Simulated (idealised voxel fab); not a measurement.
Herein follows the process module entitled voxel capacitor over wiring.
Displayed cross-section: cut, width of 230 nm, square cells sized 5 nm.
A cross-section in this document is a grid of square cells, and it is written down as bands, the top band listed before the ones below it; a band is made up of one or more rows of cells.
Within each band entry, the heights of the top and of the bottom of the band appear first, in that order and in nm; the materials of the band then follow from left to right, each with its corresponding width in nm. The designation "edge to edge" on a single material indicates that it fills the band from edge to edge; the designation "empty" indicates empty space.
For the purposes of this specification, 0 denotes the height below which the wafer in its as-received condition is composed wholly of one material, and the lowermost band, lacking a lower limit, extends downward without end, as expressed in "from 0 down".
When a width is written as two numbers, as in "30->40", the first number is the width in the top row of cells of the band and the second is the width in its bottom row, and the width changes by the same amount from each row to the next.
Reading "nothing altered" for a step: not a cell of the cross-section changed in it.
Basically, "Voids lacking openings" tells you about the enclosed voids: empty spaces with no open way to the top, 8 cells or bigger, each written width x height at distance, where distance is from the left edge, all in nm.
Text after the settings on a step's line: the simulator's own remark on that step.
The optional step-line setting "overlay nm" applies to steps with a mask and quantifies how far to the right of its planned location the mask lay, a negative value indicating leftward placement.

-- Planned step list for the process
1: RECEIVE with material Si
2: CONFORMAL_DEP with material SiO2, thk nm 15
3: DIRECTIONAL_DEP with material TiN, thk nm 5
4: DIRECTIONAL_DEP with material Ru, thk nm 15
5: PATTERN with tone cover, mask id METAL_1, material resist, width nm 25, pitch nm 80, thk nm 20, overlay nm 0
6: DIRECTIONAL_ETCH with etch materials Ru, depth nm 15
7: DIRECTIONAL_ETCH with etch materials TiN, depth nm 5
8: STRIP with etch materials resist
9: FILL_DEP with material lowk, thk nm 10
10: CMP with height nm 35
11: CONFORMAL_DEP with material SiCN, thk nm 5
12: DIRECTIONAL_DEP with material lowk, thk nm 20
13: DIRECTIONAL_DEP with material aC, thk nm 10
14: PATTERN with tone open, mask id PLUG_1, material resist, width nm 15, thk nm 30, overlay nm 0
15: DIRECTIONAL_ETCH with etch materials aC, depth nm 10
16: STRIP with etch materials resist
17: DIRECTIONAL_ETCH with etch materials lowk, depth nm 20
18: DIRECTIONAL_ETCH with etch materials SiCN, depth nm 5
19: STRIP with etch materials aC
20: CONFORMAL_DEP with material TiN, thk nm 5
21: FILL_DEP with material Ru, thk nm 5
22: CMP with height nm 60
23: DIRECTIONAL_DEP with material TiN, thk nm 10
24: DIRECTIONAL_DEP with material Al2O3, thk nm 5
25: DIRECTIONAL_DEP with material TiN, thk nm 5
26: MASKED_ETCH with tone cover, mask id UPPER_PLATE, width nm 60, etch materials TiN, depth nm 5, overlay nm 0
27: MASKED_ETCH with tone cover, mask id UPPER_PLATE, width nm 60, etch materials Al2O3, depth nm 5, overlay nm 0
28: MASKED_ETCH with tone cover, mask id LOWER_PLATE, width nm 70, etch materials TiN, depth nm 10, overlay nm 0
29: FILL_DEP with material SiO2, thk nm 15
30: CMP with height nm 90
31: DIRECTIONAL_DEP with material aC, thk nm 10
32: PATTERN with tone open, mask id PLUG_2, material resist, width nm 15, thk nm 25, overlay nm 0
33: DIRECTIONAL_ETCH with etch materials aC, depth nm 10
34: STRIP with etch materials resist
35: DIRECTIONAL_ETCH with etch materials SiO2, depth nm 10
36: STRIP with etch materials aC
37: CONFORMAL_DEP with material TiN, thk nm 5
38: FILL_DEP with material Ru, thk nm 5
39: CMP with height nm 90
40: CONFORMAL_DEP with material SiCN, thk nm 5

-- Account of the first of two wafers, which was processed as intended

-- As-received wafer cross-section (after step 1)
  from 0 down = Si edge to edge
  Voids lacking openings: none

-- Step 2 complete: cross-section through the wafer
  from 15 to 0 = SiO2 edge to edge
  Unchanged below 0.

-- Step 3 complete: cross-section through the wafer
  from 20 to 15 = TiN edge to edge
  Unchanged below 15.

-- Step 4 complete: cross-section through the wafer
  from 35 to 20 = Ru edge to edge
  Unchanged below 20.

-- Step 5 complete: cross-section through the wafer
  from 55 to 35 = 60 of empty; 25 of resist; 55 of empty; 25 of resist; 65 of empty
  Unchanged below 35.

-- Step 6 complete: cross-section through the wafer
  from 55 to 35 = 60 of empty; 25 of resist; 55 of empty; 25 of resist; 65 of empty
  from 35 to 20 = 60 of empty; 25 of Ru; 55 of empty; 25 of Ru; 65 of empty
  Unchanged below 20.

-- Step 7 complete: cross-section through the wafer
  from 55 to 35 = 60 of empty; 25 of resist; 55 of empty; 25 of resist; 65 of empty
  from 35 to 20 = 60 of empty; 25 of Ru; 55 of empty; 25 of Ru; 65 of empty
  from 20 to 15 = 60 of empty; 25 of TiN; 55 of empty; 25 of TiN; 65 of empty
  Unchanged below 15.

-- Step 8 complete: cross-section through the wafer
  from 35 to 20 = 60 of empty; 25 of Ru; 55 of empty; 25 of Ru; 65 of empty
  Unchanged below 20.

-- Step 9 complete: cross-section through the wafer
  from 45 to 35 = lowk edge to edge
  from 35 to 20 = 60 of lowk; 25 of Ru; 55 of lowk; 25 of Ru; 65 of lowk
  from 20 to 15 = 60 of lowk; 25 of TiN; 55 of lowk; 25 of TiN; 65 of lowk
  Unchanged below 15.

-- Step 10 complete: cross-section through the wafer
  from 35 to 20 = 60 of lowk; 25 of Ru; 55 of lowk; 25 of Ru; 65 of lowk
  Unchanged below 20.

-- Step 11 complete: cross-section through the wafer
  from 40 to 35 = SiCN edge to edge
  Unchanged below 35.

-- Step 12 complete: cross-section through the wafer
  from 60 to 40 = lowk edge to edge
  Unchanged below 40.

-- Step 13 complete: cross-section through the wafer
  from 70 to 60 = aC edge to edge
  Unchanged below 60.

-- Step 14 complete: cross-section through the wafer
  from 100 to 70 = 70 of resist; 15 of empty; 145 of resist
  Unchanged below 70.

-- Step 15 complete: cross-section through the wafer
  from 90 to 70 = 70 of resist; 15 of empty; 145 of resist
  from 70 to 60 = 70 of aC; 15 of empty; 145 of aC
  Unchanged below 60.

-- Step 16 complete: cross-section through the wafer
  from 70 to 60 = 70 of aC; 15 of empty; 145 of aC
  Unchanged below 60.

-- Step 17 complete: cross-section through the wafer
  from 70 to 60 = 70 of aC; 15 of empty; 145 of aC
  from 60 to 40 = 70 of lowk; 15 of empty; 145 of lowk
  Unchanged below 40.

-- Step 18 complete: cross-section through the wafer
  from 70 to 60 = 70 of aC; 15 of empty; 145 of aC
  from 60 to 40 = 70 of lowk; 15 of empty; 145 of lowk
  from 40 to 35 = 70 of SiCN; 15 of empty; 145 of SiCN
  Unchanged below 35.

-- Step 19 complete: cross-section through the wafer
  from 60 to 40 = 70 of lowk; 15 of empty; 145 of lowk
  Unchanged below 40.

-- Step 20 complete: cross-section through the wafer
  from 65 to 60 = 75 of TiN; 5 of empty; 150 of TiN
  from 60 to 40 = 70 of lowk; 5 of TiN; 5 of empty; 5 of TiN; 145 of lowk
  from 40 to 35 = 70 of SiCN; 15 of TiN; 145 of SiCN
  Unchanged below 35.

-- Step 21 complete: cross-section through the wafer
  from 70 to 65 = Ru edge to edge
  from 65 to 60 = 75 of TiN; 5 of Ru; 150 of TiN
  from 60 to 40 = 70 of lowk; 5 of TiN; 5 of Ru; 5 of TiN; 145 of lowk
  Unchanged below 40.

-- Step 22 complete: cross-section through the wafer
  from 60 to 40 = 70 of lowk; 5 of TiN; 5 of Ru; 5 of TiN; 145 of lowk
  Unchanged below 40.

-- Step 23 complete: cross-section through the wafer
  from 70 to 60 = TiN edge to edge
  Unchanged below 60.

-- Step 24 complete: cross-section through the wafer
  from 75 to 70 = Al2O3 edge to edge
  Unchanged below 70.

-- Step 25 complete: cross-section through the wafer
  from 80 to 75 = TiN edge to edge
  Unchanged below 75.

-- Step 26 complete: cross-section through the wafer
  from 80 to 75 = 70 of empty; 60 of TiN; 100 of empty
  Unchanged below 75.

-- Step 27 complete: cross-section through the wafer
  from 80 to 75 = 70 of empty; 60 of TiN; 100 of empty
  from 75 to 70 = 70 of empty; 60 of Al2O3; 100 of empty
  Unchanged below 70.

-- Step 28 complete: cross-section through the wafer
  from 80 to 75 = 70 of empty; 60 of TiN; 100 of empty
  from 75 to 70 = 70 of empty; 60 of Al2O3; 100 of empty
  from 70 to 60 = 65 of empty; 70 of TiN; 95 of empty
  Unchanged below 60.

-- Step 29 complete: cross-section through the wafer
  from 95 to 80 = SiO2 edge to edge
  from 80 to 75 = 70 of SiO2; 60 of TiN; 100 of SiO2
  from 75 to 70 = 70 of SiO2; 60 of Al2O3; 100 of SiO2
  from 70 to 60 = 65 of SiO2; 70 of TiN; 95 of SiO2
  Unchanged below 60.

-- Step 30 complete: cross-section through the wafer
  from 90 to 80 = SiO2 edge to edge
  Unchanged below 80.

-- Step 31 complete: cross-section through the wafer
  from 100 to 90 = aC edge to edge
  Unchanged below 90.

-- Step 32 complete: cross-section through the wafer
  from 125 to 100 = 80 of resist; 15 of empty; 135 of resist
  Unchanged below 100.

-- Step 33 complete: cross-section through the wafer
  from 115 to 100 = 80 of resist; 15 of empty; 135 of resist
  from 100 to 90 = 80 of aC; 15 of empty; 135 of aC
  Unchanged below 90.

-- Step 34 complete: cross-section through the wafer
  from 100 to 90 = 80 of aC; 15 of empty; 135 of aC
  Unchanged below 90.

-- Step 35 complete: cross-section through the wafer
  from 100 to 90 = 80 of aC; 15 of empty; 135 of aC
  from 90 to 80 = 80 of SiO2; 15 of empty; 135 of SiO2
  Unchanged below 80.

-- Step 36 complete: cross-section through the wafer
  from 90 to 80 = 80 of SiO2; 15 of empty; 135 of SiO2
  Unchanged below 80.

-- Step 37 complete: cross-section through the wafer
  from 95 to 90 = 85 of TiN; 5 of empty; 140 of TiN
  from 90 to 85 = 80 of SiO2; 5 of TiN; 5 of empty; 5 of TiN; 135 of SiO2
  from 85 to 75 = 80->70 of SiO2; 15->60 of TiN; 135->100 of SiO2
  Unchanged below 75.

-- Step 38 complete: cross-section through the wafer
  from 100 to 95 = Ru edge to edge
  from 95 to 90 = 85 of TiN; 5 of Ru; 140 of TiN
  from 90 to 85 = 80 of SiO2; 5 of TiN; 5 of Ru; 5 of TiN; 135 of SiO2
  Unchanged below 85.

-- Step 39 complete: cross-section through the wafer
  from 90 to 85 = 80 of SiO2; 5 of TiN; 5 of Ru; 5 of TiN; 135 of SiO2
  Unchanged below 85.

-- Step 40 complete: cross-section through the wafer
  from 95 to 90 = SiCN edge to edge
  Unchanged below 90.

-- Here the second wafer is described. Its start and its plan were those of the first wafer. Its run contained one mistake. Up to and including step 9, it did exactly what the first wafer did

-- Cross-sectional view of the second wafer at the intended end time of process step 10
  from 30 to 20 = 60 of lowk; 25 of Ru; 55 of lowk; 25 of Ru; 65 of lowk
  Unchanged below 20.

-- Cross-sectional view of the second wafer at the intended end time of process step 11
  from 35 to 30 = SiCN edge to edge
  Unchanged below 30.

-- Cross-sectional view of the second wafer at the intended end time of process step 12
  from 55 to 35 = lowk edge to edge
  Unchanged below 35.

-- Cross-sectional view of the second wafer at the intended end time of process step 13
  from 65 to 55 = aC edge to edge
  Unchanged below 55.

-- Cross-sectional view of the second wafer at the intended end time of process step 14
  from 95 to 65 = 70 of resist; 15 of empty; 145 of resist
  Unchanged below 65.

-- Cross-sectional view of the second wafer at the intended end time of process step 15
  from 85 to 65 = 70 of resist; 15 of empty; 145 of resist
  from 65 to 55 = 70 of aC; 15 of empty; 145 of aC
  Unchanged below 55.

-- Cross-sectional view of the second wafer at the intended end time of process step 16
  from 65 to 55 = 70 of aC; 15 of empty; 145 of aC
  Unchanged below 55.

-- Cross-sectional view of the second wafer at the intended end time of process step 17
  from 65 to 55 = 70 of aC; 15 of empty; 145 of aC
  from 55 to 35 = 70 of lowk; 15 of empty; 145 of lowk
  Unchanged below 35.

-- Cross-sectional view of the second wafer at the intended end time of process step 18
  from 65 to 55 = 70 of aC; 15 of empty; 145 of aC
  from 55 to 35 = 70 of lowk; 15 of empty; 145 of lowk
  from 35 to 30 = 70 of SiCN; 15 of empty; 145 of SiCN
  Unchanged below 30.

-- Cross-sectional view of the second wafer at the intended end time of process step 19
  from 55 to 35 = 70 of lowk; 15 of empty; 145 of lowk
  Unchanged below 35.

-- Cross-sectional view of the second wafer at the intended end time of process step 20
  from 60 to 55 = 75 of TiN; 5 of empty; 150 of TiN
  from 55 to 35 = 70 of lowk; 5 of TiN; 5 of empty; 5 of TiN; 145 of lowk
  from 35 to 30 = 70 of SiCN; 15 of TiN; 145 of SiCN
  Unchanged below 30.

-- Cross-sectional view of the second wafer at the intended end time of process step 21
  from 65 to 60 = Ru edge to edge
  from 60 to 55 = 75 of TiN; 5 of Ru; 150 of TiN
  from 55 to 35 = 70 of lowk; 5 of TiN; 5 of Ru; 5 of TiN; 145 of lowk
  Unchanged below 35.

-- Cross-sectional view of the second wafer at the intended end time of process step 22
  from 60 to 55 = 75 of TiN; 5 of Ru; 150 of TiN
  Unchanged below 55.

-- Cross-sectional view of the second wafer at the intended end time of process step 23
  from 70 to 60 = TiN edge to edge
  Unchanged below 60.

-- Cross-sectional view of the second wafer at the intended end time of process step 24
  from 75 to 70 = Al2O3 edge to edge
  Unchanged below 70.

-- Cross-sectional view of the second wafer at the intended end time of process step 25
  from 80 to 75 = TiN edge to edge
  Unchanged below 75.

-- Cross-sectional view of the second wafer at the intended end time of process step 26
  from 80 to 75 = 70 of empty; 60 of TiN; 100 of empty
  Unchanged below 75.

-- Cross-sectional view of the second wafer at the intended end time of process step 27
  from 80 to 75 = 70 of empty; 60 of TiN; 100 of empty
  from 75 to 70 = 70 of empty; 60 of Al2O3; 100 of empty
  Unchanged below 70.

-- Cross-sectional view of the second wafer at the intended end time of process step 28
  from 80 to 75 = 70 of empty; 60 of TiN; 100 of empty
  from 75 to 70 = 70 of empty; 60 of Al2O3; 100 of empty
  from 70 to 60 = 65 of empty; 70 of TiN; 95 of empty
  Unchanged below 60.

-- Cross-sectional view of the second wafer at the intended end time of process step 29
  from 95 to 80 = SiO2 edge to edge
  from 80 to 75 = 70 of SiO2; 60 of TiN; 100 of SiO2
  from 75 to 70 = 70 of SiO2; 60 of Al2O3; 100 of SiO2
  from 70 to 60 = 65 of SiO2; 70 of TiN; 95 of SiO2
  Unchanged below 60.

-- Cross-sectional view of the second wafer at the intended end time of process step 30
  from 90 to 80 = SiO2 edge to edge
  Unchanged below 80.

-- Cross-sectional view of the second wafer at the intended end time of process step 31
  from 100 to 90 = aC edge to edge
  Unchanged below 90.

-- Cross-sectional view of the second wafer at the intended end time of process step 32
  from 125 to 100 = 80 of resist; 15 of empty; 135 of resist
  Unchanged below 100.

-- Cross-sectional view of the second wafer at the intended end time of process step 33
  from 115 to 100 = 80 of resist; 15 of empty; 135 of resist
  from 100 to 90 = 80 of aC; 15 of empty; 135 of aC
  Unchanged below 90.

-- Cross-sectional view of the second wafer at the intended end time of process step 34
  from 100 to 90 = 80 of aC; 15 of empty; 135 of aC
  Unchanged below 90.

-- Cross-sectional view of the second wafer at the intended end time of process step 35
  from 100 to 90 = 80 of aC; 15 of empty; 135 of aC
  from 90 to 80 = 80 of SiO2; 15 of empty; 135 of SiO2
  Unchanged below 80.

-- Cross-sectional view of the second wafer at the intended end time of process step 36
  from 90 to 80 = 80 of SiO2; 15 of empty; 135 of SiO2
  Unchanged below 80.

-- Cross-sectional view of the second wafer at the intended end time of process step 37
  from 95 to 90 = 85 of TiN; 5 of empty; 140 of TiN
  from 90 to 85 = 80 of SiO2; 5 of TiN; 5 of empty; 5 of TiN; 135 of SiO2
  from 85 to 75 = 80->70 of SiO2; 15->60 of TiN; 135->100 of SiO2
  Unchanged below 75.

-- Cross-sectional view of the second wafer at the intended end time of process step 38
  from 100 to 95 = Ru edge to edge
  from 95 to 90 = 85 of TiN; 5 of Ru; 140 of TiN
  from 90 to 85 = 80 of SiO2; 5 of TiN; 5 of Ru; 5 of TiN; 135 of SiO2
  Unchanged below 85.

-- Cross-sectional view of the second wafer at the intended end time of process step 39
  from 90 to 85 = 80 of SiO2; 5 of TiN; 5 of Ru; 5 of TiN; 135 of SiO2
  Unchanged below 85.

-- Cross-sectional view of the second wafer at the intended end time of process step 40
  from 95 to 90 = SiCN edge to edge
  Unchanged below 90.
what went wrong: step 10 went in with a setting other than planned; the actual run was CMP with height nm 30
Final cells, second wafer relative to first, materials higher or lower: Ru: 9 fewer | TiN: 45 more | lowk: 36 fewer
